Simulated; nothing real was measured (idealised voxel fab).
The following process module bears the name voxel capacitor over wiring.
FYI the section here is cut, 190 nm wide, cells are 5 nm squares.
Cross-sections here: square-cell grids, written as top-down lists of bands, a band being one or more rows of cells.
Read a band's entry like this: the first values are the height of its top and the height of its bottom in nm, and what follows is the sequence of materials from left to right, each with its width in nm. Note that "blank" is empty space, and that a single material marked "all across" reaches across the band from edge to edge.
It should be noted that heights are counted from 0, beneath which the wafer as supplied is of one material throughout, and that the lowest band possesses no lower boundary but continues downward, as written in "from 0 down".
The notation "30..40" denotes a width that varies across the rows of cells in the band, beginning at the first number in the top row, finishing at the second number in the bottom row, and changing by an identical amount from each row to the next.
"everything unchanged" -> step changed no cross-section cell.
Entry "Enclosed voids" = empty spaces >= 8 cells with no open way to the top; each as width x height at distance, distance from left edge, all nm.
Formally, on a step line, whatever follows the settings is a remark that the simulator itself makes on the step.
The line of a step may include "overlay nm". On a step with a mask, this value is how far to the right of its planned place the mask lay. A negative value means the mask lay to the left.
Below is the list of planned process steps
- 1: RECEIVE (material Si)
- 2: CONFORMAL_DEP (material SiO2; thk nm 10)
- 3: DIRECTIONAL_DEP (material TiN; thk nm 5)
- 4: DIRECTIONAL_DEP (material Ru; thk nm 25)
- 5: PATTERN (tone cover; mask id METAL_1; material resist; width nm 20; pitch nm 75; thk nm 15; overlay nm 0)
- 6: DIRECTIONAL_ETCH (etch materials Ru; depth nm 25)
- 7: DIRECTIONAL_ETCH (etch materials TiN; depth nm 5)
- 8: STRIP (etch materials resist)
- 9: FILL_DEP (material SiO2; thk nm 10)
- 10: CMP (height nm 40)
- 11: CONFORMAL_DEP (material SiCN; thk nm 5)
- 12: DIRECTIONAL_DEP (material SiO2; thk nm 10)
- 13: PATTERN (tone open; mask id PLUG_1; material resist; width nm 15; thk nm 20; overlay nm 0)
- 14: DIRECTIONAL_ETCH (etch materials SiO2; depth nm 10)
- 15: DIRECTIONAL_ETCH (etch materials SiCN; depth nm 5)
- 16: STRIP (etch materials resist)
- 17: EPI (material Ru; thk nm 10)
- 18: EPI (material Ru; thk nm 5)
- 19: DIRECTIONAL_DEP (material TiN; thk nm 10)
- 20: DIRECTIONAL_DEP (material HfO2; thk nm 5)
- 21: DIRECTIONAL_DEP (material TiN; thk nm 10)
- 22: PATTERN (tone cover; mask id UPPER_PLATE; material resist; width nm 60; thk nm 20; overlay nm 0)
- 23: DIRECTIONAL_ETCH (etch materials TiN; depth nm 10)
- 24: DIRECTIONAL_ETCH (etch materials HfO2; depth nm 5)
- 25: STRIP (etch materials resist)
- 26: DIRECTIONAL_DEP (material aC; thk nm 10)
- 27: PATTERN (tone cover; mask id LOWER_PLATE; material resist; width nm 70; thk nm 30; overlay nm 0)
- 28: DIRECTIONAL_ETCH (etch materials aC; depth nm 10)
- 29: STRIP (etch materials resist)
- 30: DIRECTIONAL_ETCH (etch materials TiN; depth nm 10)
- 31: STRIP (etch materials aC)
- 32: FILL_DEP (material SiO2; thk nm 15)
- 33: CMP (height nm 90)
- 34: MASKED_ETCH (tone open; mask id PLUG_2; width nm 15; etch materials SiO2; depth nm 10; overlay nm 0)
- 35: CONFORMAL_DEP (material TiN; thk nm 5)
- 36: FILL_DEP (material W; thk nm 5)
- 37: CMP (height nm 90)
- 38: CONFORMAL_DEP (material SiCN; thk nm 5)
Cross-section, incoming material, after step 1
* from 0 down | Si all across
* Enclosed voids: none
Wafer cross-section at end of module: start and plan as shown above, one execution error
* from 95 to 90 | SiCN all across
* from 90 to 85 | 60 of SiO2 / 5 of TiN / 5 of W / 5 of TiN / 115 of SiO2
* from 85 to 80 | 60 of SiO2 / 15 of TiN / 115 of SiO2
* from 80 to 70 | 55 of SiO2 / 55 of TiN / 80 of SiO2
* from 70 to 65 | 50 of SiO2 / 60 of HfO2 / 80 of SiO2
* from 65 to 55 | 50 of SiO2 / 75 of TiN / 65 of SiO2
* from 55 to 45 | 50 of SiO2 / 15 of Ru / 125 of SiO2
* from 45 to 40 | 50 of SiCN / 15 of Ru / 125 of SiCN
* from 40 to 15 | 45 of SiO2 / 20 of Ru / 55 of SiO2 / 20 of Ru / 50 of SiO2
* from 15 to 10 | 45 of SiO2 / 20 of TiN / 55 of SiO2 / 20 of TiN / 50 of SiO2
* from 10 to 0 | SiO2 all across
* from 0 down | Si all across
* Enclosed voids: none
Short version of what went wrong: step 27 ran with different settings than intended, the actual operation and settings being PATTERN (tone cover; mask id LOWER_PLATE; material resist; width nm 70; thk nm 30; overlay nm 10)
